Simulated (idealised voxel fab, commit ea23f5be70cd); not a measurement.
Process module name: voxel gate over fins
FYI the section here is cut, 170 nm wide, cells are 5 nm squares.
Square cells in a grid make up a cross-section in this document, and the grid is given as bands, listed from the top down, each one or more rows of cells.
For a band, the entry starts with two heights in nm, that of the top and then that of the bottom, and carries on with the band's materials in order from left to right, each alongside its width in nm; the word "throughout" beside a single material means it fills the band edge to edge, and "blank" means empty space.
Zero point of the height axis is 0; under it, received wafer = one material. Lowest band: continues down indefinitely, "0 and below".
The expression "30->40" gives the width at the extremes of the band, the first number at its top row of cells and the second at its bottom row, with the width changing by equal amounts from each row to the next in between.
Any step labelled "identical to before" changed none of the cells in the cross-section.
"Fully sealed voids" specifies each empty space that is not open to the top and that occupies no fewer than 8 cells, using the form width x height at distance, the distance measured from the left edge and all three quantities in nm.
On each step's line, the part that comes after the settings is the simulator's own comment on the step.
The "overlay nm" setting may appear on a step's line; for a step that uses a mask, it gives how far to the right of its planned position the mask lay, and a negative value indicates the left.
Read the rest as pairs. Take the cross-section before one process step, then the cross-section after it, which shows only down to the lowest band that changed. Under the pair, find the step between them and its settings. Bear in mind that pairs may come from different runs of this module on the same starting wafer: link a pair to the pair above it only where its entry headed "Pre-process cross-section" says to.
Pre-process cross-section
20 down to 10 = W throughout
10 down to 5 = W 40 nm; TiN 35 nm; W 15 nm; TiN 35 nm; W 45 nm
5 down to 0 = W 40 nm; TiN 5 nm; HfO2 25 nm; TiN 5 nm; W 15 nm; TiN 5 nm; HfO2 25 nm; TiN 5 nm; W 45 nm
0 down to -5 = W 40 nm; TiN 5 nm; HfO2 5 nm; Si 15 nm; HfO2 5 nm; TiN 5 nm; W 15 nm; TiN 5 nm; HfO2 5 nm; Si 15 nm; HfO2 5 nm; TiN 5 nm; W 45 nm
-5 down to -10 = TiN 45 nm; HfO2 5 nm; Si 15 nm; HfO2 5 nm; TiN 25 nm; HfO2 5 nm; Si 15 nm; HfO2 5 nm; TiN 50 nm
-10 down to -15 = HfO2 50 nm; Si 15 nm; HfO2 35 nm; Si 15 nm; HfO2 55 nm
-15 down to -20 = SiO2 50 nm; Si 15 nm; SiO2 35 nm; Si 15 nm; SiO2 55 nm
-20 down to -25 = SiO2 50 nm; Si 15 nm; SiO2 10 nm; TiN 15 nm; SiO2 10 nm; Si 15 nm; SiO2 55 nm
-25 down to -30 = SiO2 50 nm; Si 15 nm; SiO2 35 nm; Si 15 nm; SiO2 55 nm
-30 and below = Si throughout
Fully sealed voids: none
State After Step
5 down to 0 = W 40 nm; TiN 5 nm; HfO2 25 nm; TiN 5 nm; W 15 nm; TiN 5 nm; HfO2 25 nm; TiN 5 nm; W 45 nm
Everything under 0 stays put, no change at all.
Fully sealed voids: none
Between before and after above, the operation and settings are CMP [height nm 5]
Pre-process cross-section: the pre-step structure is the one depicted after the step in the pair just above.
State After Step
15 down to 5 = SiN throughout
Everything under 5 stays put, no change at all.
Fully sealed voids: none
Between before and after above, the operation and settings are CONFORMAL_DEP [material SiN] [thk nm 10]
Pre-process cross-section
15 down to 5 = aC throughout
5 down to 0 = SiO2 50 nm; SiN 15 nm; SiO2 35 nm; SiN 15 nm; SiO2 55 nm
0 down to -30 = SiO2 50 nm; Si 15 nm; SiO2 35 nm; Si 15 nm; SiO2 55 nm
-30 and below = Si throughout
Fully sealed voids: none
State After Step
45 down to 15 = resist 70 nm; blank 25 nm; resist 75 nm
Everything under 15 stays put, no change at all.
Fully sealed voids: none
Between before and after above, the operation and settings are PATTERN [tone open] [mask id RAIL] [material resist] [width nm 25] [thk nm 30] [overlay nm 0]
Pre-process cross-section: the pre-step structure is the one depicted after the step in the pair just above.
State After Step
35 down to 15 = resist 70 nm; blank 25 nm; resist 75 nm
15 down to 5 = aC 70 nm; blank 25 nm; aC 75 nm
Everything under 5 stays put, no change at all.
Fully sealed voids: none
Between before and after above, the operation and settings are DIRECTIONAL_ETCH [etch materials aC] [depth nm 10]
Pre-process cross-section: the pre-step structure is the one depicted after the step in the pair just above.
State After Step
15 down to 5 = aC 70 nm; blank 25 nm; aC 75 nm
Everything under 5 stays put, no change at all.
Fully sealed voids: none
Between before and after above, the operation and settings are STRIP [etch materials resist]
Pre-process cross-section: the pre-step structure is the one depicted after the step in the pair just above.
State After Step
15 down to 5 = aC 70 nm; blank 25 nm; aC 75 nm
5 down to 0 = SiO2 50 nm; SiN 15 nm; SiO2 5 nm; blank 25 nm; SiO2 5 nm; SiN 15 nm; SiO2 55 nm
0 down to -25 = SiO2 50 nm; Si 15 nm; SiO2 5 nm; blank 25 nm; SiO2 5 nm; Si 15 nm; SiO2 55 nm
Everything under -25 stays put, no change at all.
Fully sealed voids: none
Between before and after above, the operation and settings are DIRECTIONAL_ETCH [etch materials SiO2] [depth nm 30]
Pre-process cross-section: the pre-step structure is the one depicted after the step in the pair just above.
State After Step
5 down to 0 = SiO2 50 nm; SiN 15 nm; SiO2 5 nm; blank 25 nm; SiO2 5 nm; SiN 15 nm; SiO2 55 nm
Everything under 0 stays put, no change at all.
Fully sealed voids: none
Between before and after above, the operation and settings are STRIP [etch materials aC]
Pre-process cross-section: the pre-step structure is the one depicted after the step in the pair just above.
State After Step
10 down to 5 = TiN 75 nm; blank 15 nm; TiN 80 nm
5 down to 0 = SiO2 50 nm; SiN 15 nm; SiO2 5 nm; TiN 5 nm; blank 15 nm; TiN 5 nm; SiO2 5 nm; SiN 15 nm; SiO2 55 nm
0 down to -20 = SiO2 50 nm; Si 15 nm; SiO2 5 nm; TiN 5 nm; blank 15 nm; TiN 5 nm; SiO2 5 nm; Si 15 nm; SiO2 55 nm
-20 down to -25 = SiO2 50 nm; Si 15 nm; SiO2 5 nm; TiN 25 nm; SiO2 5 nm; Si 15 nm; SiO2 55 nm
Everything under -25 stays put, no change at all.
Fully sealed voids: none
Between before and after above, the operation and settings are CONFORMAL_DEP [material TiN] [thk nm 5]
Pre-process cross-section: the pre-step structure is the one depicted after the step in the pair just above.
State After Step
15 down to 10 = W throughout
10 down to 5 = TiN 75 nm; W 15 nm; TiN 80 nm
5 down to 0 = SiO2 50 nm; SiN 15 nm; SiO2 5 nm; TiN 5 nm; W 15 nm; TiN 5 nm; SiO2 5 nm; SiN 15 nm; SiO2 55 nm
0 down to -20 = SiO2 50 nm; Si 15 nm; SiO2 5 nm; TiN 5 nm; W 15 nm; TiN 5 nm; SiO2 5 nm; Si 15 nm; SiO2 55 nm
Everything under -20 stays put, no change at all.
Fully sealed voids: none
Between before and after above, the operation and settings are FILL_DEP [material W] [thk nm 5]
Pre-process cross-section: the pre-step structure is the one depicted after the step in the pair just above.
State After Step
5 down to 0 = SiO2 50 nm; SiN 15 nm; SiO2 5 nm; TiN 5 nm; W 15 nm; TiN 5 nm; SiO2 5 nm; SiN 15 nm; SiO2 55 nm
Everything under 0 stays put, no change at all.
Fully sealed voids: none
Between before and after above, the operation and settings are CMP [height nm 5]
Pre-process cross-section: the pre-step structure is the one depicted after the step in the pair just above.
State After Step
5 down to 0 = SiO2 50 nm; SiN 15 nm; SiO2 5 nm; blank 25 nm; SiO2 5 nm; SiN 15 nm; SiO2 55 nm
0 down to -20 = SiO2 50 nm; Si 15 nm; SiO2 5 nm; blank 25 nm; SiO2 5 nm; Si 15 nm; SiO2 55 nm
Everything under -20 stays put, no change at all.
Fully sealed voids: none
Between before and after above, the operation and settings are SELECTIVE_ETCH [etch materials W Ru TiN] [depth nm 25]
Pre-process cross-section: the pre-step structure is the one depicted after the step in the pair just above.
State After Step
10 down to 5 = SiO2 throughout
5 down to 0 = SiO2 50 nm; SiN 15 nm; SiO2 35 nm; SiN 15 nm; SiO2 55 nm
0 down to -20 = SiO2 50 nm; Si 15 nm; SiO2 35 nm; Si 15 nm; SiO2 55 nm
Everything under -20 stays put, no change at all.
Fully sealed voids: none
Between before and after above, the operation and settings are FILL_DEP [material SiO2] [thk nm 5]
Pre-process cross-section: the pre-step structure is the one depicted after the step in the pair just above.
State After Step
5 down to 0 = SiO2 50 nm; SiN 15 nm; SiO2 35 nm; SiN 15 nm; SiO2 55 nm
Everything under 0 stays put, no change at all.
Fully sealed voids: none
Between before and after above, the operation and settings are CMP [height nm 5]
Pre-process cross-section: the pre-step structure is the one depicted after the step in the pair just above.
State After Step
5 down to 0 = blank 50 nm; SiN 15 nm; blank 35 nm; SiN 15 nm; blank 55 nm
0 down to -15 = blank 50 nm; Si 15 nm; blank 35 nm; Si 15 nm; blank 55 nm
Everything under -15 stays put, no change at all.
Fully sealed voids: none
Between before and after above, the operation and settings are SELECTIVE_ETCH [etch materials SiO2] [depth nm 20]
Pre-process cross-section: the pre-step structure is the one depicted after the step in the pair just above.
State After Step
0 down to -15 = blank 50 nm; Si 15 nm; blank 35 nm; Si 15 nm; blank 55 nm
Everything under -15 stays put, no change at all.
Fully sealed voids: none
Between before and after above, the operation and settings are STRIP [etch materials SiN]
Pre-process cross-section: the pre-step structure is the one depicted after the step in the pair just above.
State After Step
5 down to 0 = blank 45 nm; HfO2 25 nm; blank 25 nm; HfO2 25 nm; blank 50 nm
0 down to -10 = blank 45 nm; HfO2 5 nm; Si 15 nm; HfO2 5 nm; blank 25 nm; HfO2 5 nm; Si 15 nm; HfO2 5 nm; blank 50 nm
-10 down to -15 = HfO2 50 nm; Si 15 nm; HfO2 35 nm; Si 15 nm; HfO2 55 nm
Everything under -15 stays put, no change at all.
Fully sealed voids: none
Between before and after above, the operation and settings are CONFORMAL_DEP [material HfO2] [thk nm 5]
Pre-process cross-section: the pre-step structure is the one depicted after the step in the pair just above.
State After Step
10 down to 5 = blank 40 nm; TiN 35 nm; blank 15 nm; TiN 35 nm; blank 45 nm
5 down to 0 = blank 40 nm; TiN 5 nm; HfO2 25 nm; TiN 5 nm; blank 15 nm; TiN 5 nm; HfO2 25 nm; TiN 5 nm; blank 45 nm
0 down to -5 = blank 40 nm; TiN 5 nm; HfO2 5 nm; Si 15 nm; HfO2 5 nm; TiN 5 nm; blank 15 nm; TiN 5 nm; HfO2 5 nm; Si 15 nm; HfO2 5 nm; TiN 5 nm; blank 45 nm
-5 down to -10 = TiN 45 nm; HfO2 5 nm; Si 15 nm; HfO2 5 nm; TiN 25 nm; HfO2 5 nm; Si 15 nm; HfO2 5 nm; TiN 50 nm
Everything under -10 stays put, no change at all.
Fully sealed voids: none
Between before and after above, the operation and settings are CONFORMAL_DEP [material TiN] [thk nm 5]
Pre-process cross-section: the pre-step structure is the one depicted after the step in the pair just above.
State After Step
20 down to 10 = W throughout
10 down to 5 = W 40 nm; TiN 35 nm; W 15 nm; TiN 35 nm; W 45 nm
5 down to 0 = W 40 nm; TiN 5 nm; HfO2 25 nm; TiN 5 nm; W 15 nm; TiN 5 nm; HfO2 25 nm; TiN 5 nm; W 45 nm
0 down to -5 = W 40 nm; TiN 5 nm; HfO2 5 nm; Si 15 nm; HfO2 5 nm; TiN 5 nm; W 15 nm; TiN 5 nm; HfO2 5 nm; Si 15 nm; HfO2 5 nm; TiN 5 nm; W 45 nm
Everything under -5 stays put, no change at all.
Fully sealed voids: none
Between before and after above, the operation and settings are FILL_DEP [material W] [thk nm 10]
Pre-process cross-section: the pre-step structure is the one depicted after the step in the pair just above.
State After Step
15 down to 10 = W throughout
Everything under 10 stays put, no change at all.
Fully sealed voids: none
Between before and after above, the operation and settings are CMP [height nm 15]
Pre-process cross-section: the pre-step structure is the one depicted after the step in the pair just above.
State After Step
25 down to 15 = SiN throughout
Everything under 15 stays put, no change at all.
Fully sealed voids: none
Between before and after above, the operation and settings are CONFORMAL_DEP [material SiN] [thk nm 10]
Pre-process cross-section
15 down to 5 = aC throughout
5 down to 0 = SiO2 50 nm; SiN 15 nm; SiO2 35 nm; SiN 15 nm; SiO2 55 nm
0 down to -30 = SiO2 50 nm; Si 15 nm; SiO2 35 nm; Si 15 nm; SiO2 55 nm
-30 and below = Si throughout
Fully sealed voids: none
State After Step
45 down to 15 = resist 70 nm; blank 15 nm; resist 85 nm
Everything under 15 stays put, no change at all.
Fully sealed voids: none
Between before and after above, the operation and settings are PATTERN [tone open] [mask id RAIL] [material resist] [width nm 15] [thk nm 30] [overlay nm -5]
Pre-process cross-section: the pre-step structure is the one depicted after the step in the pair just above.
State After Step
35 down to 15 = resist 70 nm; blank 15 nm; resist 85 nm
15 down to 5 = aC 70 nm; blank 15 nm; aC 85 nm
Everything under 5 stays put, no change at all.
Fully sealed voids: none
Between before and after above, the operation and settings are DIRECTIONAL_ETCH [etch materials aC] [depth nm 10]
Pre-process cross-section: the pre-step structure is the one depicted after the step in the pair just above.
State After Step
15 down to 5 = aC 70 nm; blank 15 nm; aC 85 nm
Everything under 5 stays put, no change at all.
Fully sealed voids: none
Between before and after above, the operation and settings are STRIP [etch materials resist]
Pre-process cross-section: the pre-step structure is the one depicted after the step in the pair just above.
State After Step
15 down to 5 = aC 70 nm; blank 15 nm; aC 85 nm
5 down to 0 = SiO2 50 nm; SiN 15 nm; SiO2 5 nm; blank 15 nm; SiO2 15 nm; SiN 15 nm; SiO2 55 nm
0 down to -25 = SiO2 50 nm; Si 15 nm; SiO2 5 nm; blank 15 nm; SiO2 15 nm; Si 15 nm; SiO2 55 nm
Everything under -25 stays put, no change at all.
Fully sealed voids: none
Between before and after above, the operation and settings are DIRECTIONAL_ETCH [etch materials SiO2] [depth nm 30]
Pre-process cross-section: the pre-step structure is the one depicted after the step in the pair just above.
State After Step
5 down to 0 = SiO2 50 nm; SiN 15 nm; SiO2 5 nm; blank 15 nm; SiO2 15 nm; SiN 15 nm; SiO2 55 nm
Everything under 0 stays put, no change at all.
Fully sealed voids: none
Between before and after above, the operation and settings are STRIP [etch materials aC]
Pre-process cross-section: the pre-step structure is the one depicted after the step in the pair just above.
State After Step
10 down to 5 = TiN 75 nm; blank 5 nm; TiN 90 nm
5 down to 0 = SiO2 50 nm; SiN 15 nm; SiO2 5 nm; TiN 5 nm; blank 5 nm; TiN 5 nm; SiO2 15 nm; SiN 15 nm; SiO2 55 nm
0 down to -20 = SiO2 50 nm; Si 15 nm; SiO2 5 nm; TiN 5 nm; blank 5 nm; TiN 5 nm; SiO2 15 nm; Si 15 nm; SiO2 55 nm
-20 down to -25 = SiO2 50 nm; Si 15 nm; SiO2 5 nm; TiN 15 nm; SiO2 15 nm; Si 15 nm; SiO2 55 nm
Everything under -25 stays put, no change at all.
Fully sealed voids: none
Between before and after above, the operation and settings are CONFORMAL_DEP [material TiN] [thk nm 5]
Pre-process cross-section: the pre-step structure is the one depicted after the step in the pair just above.
State After Step
15 down to 10 = W throughout
10 down to 5 = TiN 75 nm; W 5 nm; TiN 90 nm
5 down to 0 = SiO2 50 nm; SiN 15 nm; SiO2 5 nm; TiN 5 nm; W 5 nm; TiN 5 nm; SiO2 15 nm; SiN 15 nm; SiO2 55 nm
0 down to -20 = SiO2 50 nm; Si 15 nm; SiO2 5 nm; TiN 5 nm; W 5 nm; TiN 5 nm; SiO2 15 nm; Si 15 nm; SiO2 55 nm
Everything under -20 stays put, no change at all.
Fully sealed voids: none
Between before and after above, the operation and settings are FILL_DEP [material W] [thk nm 5]
Pre-process cross-section: the pre-step structure is the one depicted after the step in the pair just above.
State After Step
5 down to 0 = SiO2 50 nm; SiN 15 nm; SiO2 5 nm; TiN 5 nm; W 5 nm; TiN 5 nm; SiO2 15 nm; SiN 15 nm; SiO2 55 nm
Everything under 0 stays put, no change at all.
Fully sealed voids: none
Between before and after above, the operation and settings are CMP [height nm 5]
Pre-process cross-section: the pre-step structure is the one depicted after the step in the pair just above.
State After Step
5 down to 0 = SiO2 50 nm; SiN 15 nm; SiO2 5 nm; blank 15 nm; SiO2 15 nm; SiN 15 nm; SiO2 55 nm
0 down to -20 = SiO2 50 nm; Si 15 nm; SiO2 5 nm; blank 15 nm; SiO2 15 nm; Si 15 nm; SiO2 55 nm
Everything under -20 stays put, no change at all.
Fully sealed voids: none
Between before and after above, the operation and settings are SELECTIVE_ETCH [etch materials W Ru TiN] [depth nm 25]
Pre-process cross-section: the pre-step structure is the one depicted after the step in the pair just above.
State After Step
10 down to 5 = SiO2 throughout
5 down to 0 = SiO2 50 nm; SiN 15 nm; SiO2 35 nm; SiN 15 nm; SiO2 55 nm
0 down to -20 = SiO2 50 nm; Si 15 nm; SiO2 35 nm; Si 15 nm; SiO2 55 nm
Everything under -20 stays put, no change at all.
Fully sealed voids: none
Between before and after above, the operation and settings are FILL_DEP [material SiO2] [thk nm 5]
Pre-process cross-section: the pre-step structure is the one depicted after the step in the pair just above.
State After Step
5 down to 0 = SiO2 50 nm; SiN 15 nm; SiO2 35 nm; SiN 15 nm; SiO2 55 nm
Everything under 0 stays put, no change at all.
Fully sealed voids: none
Between before and after above, the operation and settings are CMP [height nm 5]
Pre-process cross-section: the pre-step structure is the one depicted after the step in the pair just above.
State After Step
5 down to 0 = blank 50 nm; SiN 15 nm; blank 35 nm; SiN 15 nm; blank 55 nm
0 down to -15 = blank 50 nm; Si 15 nm; blank 35 nm; Si 15 nm; blank 55 nm
Everything under -15 stays put, no change at all.
Fully sealed voids: none
Between before and after above, the operation and settings are SELECTIVE_ETCH [etch materials SiO2] [depth nm 20]
Pre-process cross-section: the pre-step structure is the one depicted after the step in the pair just above.
State After Step
0 down to -15 = blank 50 nm; Si 15 nm; blank 35 nm; Si 15 nm; blank 55 nm
Everything under -15 stays put, no change at all.
Fully sealed voids: none
Between before and after above, the operation and settings are STRIP [etch materials SiN]
Pre-process cross-section: the pre-step structure is the one depicted after the step in the pair just above.
State After Step
5 down to 0 = blank 45 nm; HfO2 25 nm; blank 25 nm; HfO2 25 nm; blank 50 nm
0 down to -10 = blank 45 nm; HfO2 5 nm; Si 15 nm; HfO2 5 nm; blank 25 nm; HfO2 5 nm; Si 15 nm; HfO2 5 nm; blank 50 nm
-10 down to -15 = HfO2 50 nm; Si 15 nm; HfO2 35 nm; Si 15 nm; HfO2 55 nm
Everything under -15 stays put, no change at all.
Fully sealed voids: none
Between before and after above, the operation and settings are CONFORMAL_DEP [material HfO2] [thk nm 5]
Pre-process cross-section: the pre-step structure is the one depicted after the step in the pair just above.
State After Step
10 down to 5 = blank 40 nm; TiN 35 nm; blank 15 nm; TiN 35 nm; blank 45 nm
5 down to 0 = blank 40 nm; TiN 5 nm; HfO2 25 nm; TiN 5 nm; blank 15 nm; TiN 5 nm; HfO2 25 nm; TiN 5 nm; blank 45 nm
0 down to -5 = blank 40 nm; TiN 5 nm; HfO2 5 nm; Si 15 nm; HfO2 5 nm; TiN 5 nm; blank 15 nm; TiN 5 nm; HfO2 5 nm; Si 15 nm; HfO2 5 nm; TiN 5 nm; blank 45 nm
-5 down to -10 = TiN 45 nm; HfO2 5 nm; Si 15 nm; HfO2 5 nm; TiN 25 nm; HfO2 5 nm; Si 15 nm; HfO2 5 nm; TiN 50 nm
Everything under -10 stays put, no change at all.
Fully sealed voids: none
Between before and after above, the operation and settings are CONFORMAL_DEP [material TiN] [thk nm 5]
Pre-process cross-section: the pre-step structure is the one depicted after the step in the pair just above.
State After Step
20 down to 10 = W throughout
10 down to 5 = W 40 nm; TiN 35 nm; W 15 nm; TiN 35 nm; W 45 nm
5 down to 0 = W 40 nm; TiN 5 nm; HfO2 25 nm; TiN 5 nm; W 15 nm; TiN 5 nm; HfO2 25 nm; TiN 5 nm; W 45 nm
0 down to -5 = W 40 nm; TiN 5 nm; HfO2 5 nm; Si 15 nm; HfO2 5 nm; TiN 5 nm; W 15 nm; TiN 5 nm; HfO2 5 nm; Si 15 nm; HfO2 5 nm; TiN 5 nm; W 45 nm
Everything under -5 stays put, no change at all.
Fully sealed voids: none
Between before and after above, the operation and settings are FILL_DEP [material W] [thk nm 10]
Pre-process cross-section: the pre-step structure is the one depicted after the step in the pair just above.
State After Step
15 down to 10 = W throughout
Everything under 10 stays put, no change at all.
Fully sealed voids: none
Between before and after above, the operation and settings are CMP [height nm 15]
Pre-process cross-section: the pre-step structure is the one depicted after the step in the pair just above.
State After Step
25 down to 15 = SiN throughout
Everything under 15 stays put, no change at all.
Fully sealed voids: none
Between before and after above, the operation and settings are CONFORMAL_DEP [material SiN] [thk nm 10]
Pre-process cross-section
10 down to 5 = TiN 80 nm; blank 5 nm; TiN 85 nm
5 down to 0 = SiO2 50 nm; SiN 15 nm; SiO2 10 nm; TiN 5 nm; blank 5 nm; TiN 5 nm; SiO2 10 nm; SiN 15 nm; SiO2 55 nm
0 down to -20 = SiO2 50 nm; Si 15 nm; SiO2 10 nm; TiN 5 nm; blank 5 nm; TiN 5 nm; SiO2 10 nm; Si 15 nm; SiO2 55 nm
-20 down to -25 = SiO2 50 nm; Si 15 nm; SiO2 10 nm; TiN 15 nm; SiO2 10 nm; Si 15 nm; SiO2 55 nm
-25 down to -30 = SiO2 50 nm; Si 15 nm; SiO2 35 nm; Si 15 nm; SiO2 55 nm
-30 and below = Si throughout
Fully sealed voids: none
State After Step
15 down to 10 = SiN throughout
10 down to 5 = TiN 80 nm; SiN 5 nm; TiN 85 nm
5 down to 0 = SiO2 50 nm; SiN 15 nm; SiO2 10 nm; TiN 5 nm; SiN 5 nm; TiN 5 nm; SiO2 10 nm; SiN 15 nm; SiO2 55 nm
0 down to -20 = SiO2 50 nm; Si 15 nm; SiO2 10 nm; TiN 5 nm; SiN 5 nm; TiN 5 nm; SiO2 10 nm; Si 15 nm; SiO2 55 nm
Everything under -20 stays put, no change at all.
Fully sealed voids: none
Between before and after above, the operation and settings are FILL_DEP [material SiN] [thk nm 5]
Pre-process cross-section: the pre-step structure is the one depicted after the step in the pair just above.
State After Step
5 down to 0 = SiO2 50 nm; SiN 15 nm; SiO2 10 nm; TiN 5 nm; SiN 5 nm; TiN 5 nm; SiO2 10 nm; SiN 15 nm; SiO2 55 nm
Everything under 0 stays put, no change at all.
Fully sealed voids: none
Between before and after above, the operation and settings are CMP [height nm 5]
Pre-process cross-section: the pre-step structure is the one depicted after the step in the pair just above.
State After Step
5 down to 0 = SiO2 50 nm; SiN 15 nm; SiO2 10 nm; blank 5 nm; SiN 5 nm; blank 5 nm; SiO2 10 nm; SiN 15 nm; SiO2 55 nm
0 down to -20 = SiO2 50 nm; Si 15 nm; SiO2 10 nm; blank 5 nm; SiN 5 nm; blank 5 nm; SiO2 10 nm; Si 15 nm; SiO2 55 nm
Everything under -20 stays put, no change at all.
Fully sealed voids: none
Between before and after above, the operation and settings are SELECTIVE_ETCH [etch materials W Ru TiN] [depth nm 25]
Pre-process cross-section: the pre-step structure is the one depicted after the step in the pair just above.
State After Step
10 down to 5 = SiO2 throughout
5 down to 0 = SiO2 50 nm; SiN 15 nm; SiO2 15 nm; SiN 5 nm; SiO2 15 nm; SiN 15 nm; SiO2 55 nm
0 down to -20 = SiO2 50 nm; Si 15 nm; SiO2 15 nm; SiN 5 nm; SiO2 15 nm; Si 15 nm; SiO2 55 nm
Everything under -20 stays put, no change at all.
Fully sealed voids: none
Between before and after above, the operation and settings are FILL_DEP [material SiO2] [thk nm 5]
Pre-process cross-section: the pre-step structure is the one depicted after the step in the pair just above.
State After Step
5 down to 0 = SiO2 50 nm; SiN 15 nm; SiO2 15 nm; SiN 5 nm; SiO2 15 nm; SiN 15 nm; SiO2 55 nm
Everything under 0 stays put, no change at all.
Fully sealed voids: none
Between before and after above, the operation and settings are CMP [height nm 5]
Pre-process cross-section: the pre-step structure is the one depicted after the step in the pair just above.
State After Step
5 down to 0 = blank 50 nm; SiN 15 nm; blank 15 nm; SiN 5 nm; blank 15 nm; SiN 15 nm; blank 55 nm
0 down to -15 = blank 50 nm; Si 15 nm; blank 15 nm; SiN 5 nm; blank 15 nm; Si 15 nm; blank 55 nm
Everything under -15 stays put, no change at all.
Fully sealed voids: none
Between before and after above, the operation and settings are SELECTIVE_ETCH [etch materials SiO2] [depth nm 20]
Pre-process cross-section: the pre-step structure is the one depicted after the step in the pair just above.
State After Step
0 down to -15 = blank 50 nm; Si 15 nm; blank 35 nm; Si 15 nm; blank 55 nm
-15 down to -20 = SiO2 50 nm; Si 15 nm; SiO2 15 nm; blank 5 nm; SiO2 15 nm; Si 15 nm; SiO2 55 nm
Everything under -20 stays put, no change at all.
Fully sealed voids: none
Between before and after above, the operation and settings are STRIP [etch materials SiN]
Pre-process cross-section: the pre-step structure is the one depicted after the step in the pair just above.
State After Step
5 down to 0 = blank 45 nm; HfO2 25 nm; blank 25 nm; HfO2 25 nm; blank 50 nm
0 down to -10 = blank 45 nm; HfO2 5 nm; Si 15 nm; HfO2 5 nm; blank 25 nm; HfO2 5 nm; Si 15 nm; HfO2 5 nm; blank 50 nm
-10 down to -15 = HfO2 50 nm; Si 15 nm; HfO2 35 nm; Si 15 nm; HfO2 55 nm
-15 down to -20 = SiO2 50 nm; Si 15 nm; SiO2 15 nm; HfO2 5 nm; SiO2 15 nm; Si 15 nm; SiO2 55 nm
Everything under -20 stays put, no change at all.
Fully sealed voids: none
Between before and after above, the operation and settings are CONFORMAL_DEP [material HfO2] [thk nm 5]
Pre-process cross-section: the pre-step structure is the one depicted after the step in the pair just above.
State After Step
10 down to 5 = blank 40 nm; TiN 35 nm; blank 15 nm; TiN 35 nm; blank 45 nm
5 down to 0 = blank 40 nm; TiN 5 nm; HfO2 25 nm; TiN 5 nm; blank 15 nm; TiN 5 nm; HfO2 25 nm; TiN 5 nm; blank 45 nm
0 down to -5 = blank 40 nm; TiN 5 nm; HfO2 5 nm; Si 15 nm; HfO2 5 nm; TiN 5 nm; blank 15 nm; TiN 5 nm; HfO2 5 nm; Si 15 nm; HfO2 5 nm; TiN 5 nm; blank 45 nm
-5 down to -10 = TiN 45 nm; HfO2 5 nm; Si 15 nm; HfO2 5 nm; TiN 25 nm; HfO2 5 nm; Si 15 nm; HfO2 5 nm; TiN 50 nm
Everything under -10 stays put, no change at all.
Fully sealed voids: none
Between before and after above, the operation and settings are CONFORMAL_DEP [material TiN] [thk nm 5]
Pre-process cross-section: the pre-step structure is the one depicted after the step in the pair just above.
State After Step
20 down to 10 = W throughout
10 down to 5 = W 40 nm; TiN 35 nm; W 15 nm; TiN 35 nm; W 45 nm
5 down to 0 = W 40 nm; TiN 5 nm; HfO2 25 nm; TiN 5 nm; W 15 nm; TiN 5 nm; HfO2 25 nm; TiN 5 nm; W 45 nm
0 down to -5 = W 40 nm; TiN 5 nm; HfO2 5 nm; Si 15 nm; HfO2 5 nm; TiN 5 nm; W 15 nm; TiN 5 nm; HfO2 5 nm; Si 15 nm; HfO2 5 nm; TiN 5 nm; W 45 nm
Everything under -5 stays put, no change at all.
Fully sealed voids: none
Between before and after above, the operation and settings are FILL_DEP [material W] [thk nm 10]
Pre-process cross-section: the pre-step structure is the one depicted after the step in the pair just above.
State After Step
15 down to 10 = W throughout
Everything under 10 stays put, no change at all.
Fully sealed voids: none
Between before and after above, the operation and settings are CMP [height nm 15]
Pre-process cross-section: the pre-step structure is the one depicted after the step in the pair just above.
State After Step
25 down to 15 = SiN throughout
Everything under 15 stays put, no change at all.
Fully sealed voids: none
Between before and after above, the operation and settings are CONFORMAL_DEP [material SiN] [thk nm 10]
Pre-process cross-section
20 down to 5 = aC throughout
5 down to 0 = SiN throughout
0 and below = Si throughout
Fully sealed voids: none
State After Step
50 down to 20 = resist 50 nm; blank 15 nm; resist 35 nm; blank 15 nm; resist 55 nm
Everything under 20 stays put, no change at all.
Fully sealed voids: none
Between before and after above, the operation and settings are PATTERN [tone open] [mask id FINS] [material resist] [width nm 15] [pitch nm 50] [thk nm 30] [overlay nm 0]
Pre-process cross-section: the pre-step structure is the one depicted after the step in the pair just above.
State After Step
35 down to 20 = resist 50 nm; blank 15 nm; resist 35 nm; blank 15 nm; resist 55 nm
20 down to 5 = aC 50 nm; blank 15 nm; aC 35 nm; blank 15 nm; aC 55 nm
Everything under 5 stays put, no change at all.
Fully sealed voids: none
Between before and after above, the operation and settings are DIRECTIONAL_ETCH [etch materials aC] [depth nm 15]
Pre-process cross-section: the pre-step structure is the one depicted after the step in the pair just above.
State After Step
20 down to 5 = aC 50 nm; blank 15 nm; aC 35 nm; blank 15 nm; aC 55 nm
Everything under 5 stays put, no change at all.
Fully sealed voids: none
Between before and after above, the operation and settings are STRIP [etch materials resist]
Pre-process cross-section: the pre-step structure is the one depicted after the step in the pair just above.
State After Step
20 down to 5 = aC 50 nm; blank 15 nm; aC 35 nm; blank 15 nm; aC 55 nm
5 down to 0 = SiN 50 nm; blank 15 nm; SiN 35 nm; blank 15 nm; SiN 55 nm
Everything under 0 stays put, no change at all.
Fully sealed voids: none
Between before and after above, the operation and settings are DIRECTIONAL_ETCH [etch materials SiN] [depth nm 5]
Pre-process cross-section: the pre-step structure is the one depicted after the step in the pair just above.
State After Step
20 down to 5 = aC 50 nm; blank 15 nm; aC 35 nm; blank 15 nm; aC 55 nm
5 down to 0 = SiN 50 nm; blank 15 nm; SiN 35 nm; blank 15 nm; SiN 55 nm
0 down to -30 = Si 50 nm; blank 15 nm; Si 35 nm; blank 15 nm; Si 55 nm
Everything under -30 stays put, no change at all.
Fully sealed voids: none
Between before and after above, the operation and settings are DIRECTIONAL_ETCH [etch materials Si] [depth nm 30]
Pre-process cross-section: the pre-step structure is the one depicted after the step in the pair just above.
State After Step
5 down to 0 = SiN 50 nm; blank 15 nm; SiN 35 nm; blank 15 nm; SiN 55 nm
Everything under 0 stays put, no change at all.
Fully sealed voids: none
Between before and after above, the operation and settings are STRIP [etch materials aC]
Pre-process cross-section: the pre-step structure is the one depicted after the step in the pair just above.
State After Step
10 down to 5 = SiO2 throughout
5 down to 0 = SiN 50 nm; SiO2 15 nm; SiN 35 nm; SiO2 15 nm; SiN 55 nm
0 down to -30 = Si 50 nm; SiO2 15 nm; Si 35 nm; SiO2 15 nm; Si 55 nm
Everything under -30 stays put, no change at all.
Fully sealed voids: none
Between before and after above, the operation and settings are FILL_DEP [material SiO2] [thk nm 5]
Pre-process cross-section: the pre-step structure is the one depicted after the step in the pair just above.
State After Step
5 down to 0 = SiN 50 nm; SiO2 15 nm; SiN 35 nm; SiO2 15 nm; SiN 55 nm
Everything under 0 stays put, no change at all.
Fully sealed voids: none
Between before and after above, the operation and settings are CMP [height nm 5]
Pre-process cross-section: the pre-step structure is the one depicted after the step in the pair just above.
State After Step
15 down to 5 = aC throughout
Everything under 5 stays put, no change at all.
Fully sealed voids: none
Between before and after above, the operation and settings are DIRECTIONAL_DEP [material aC] [thk nm 10]
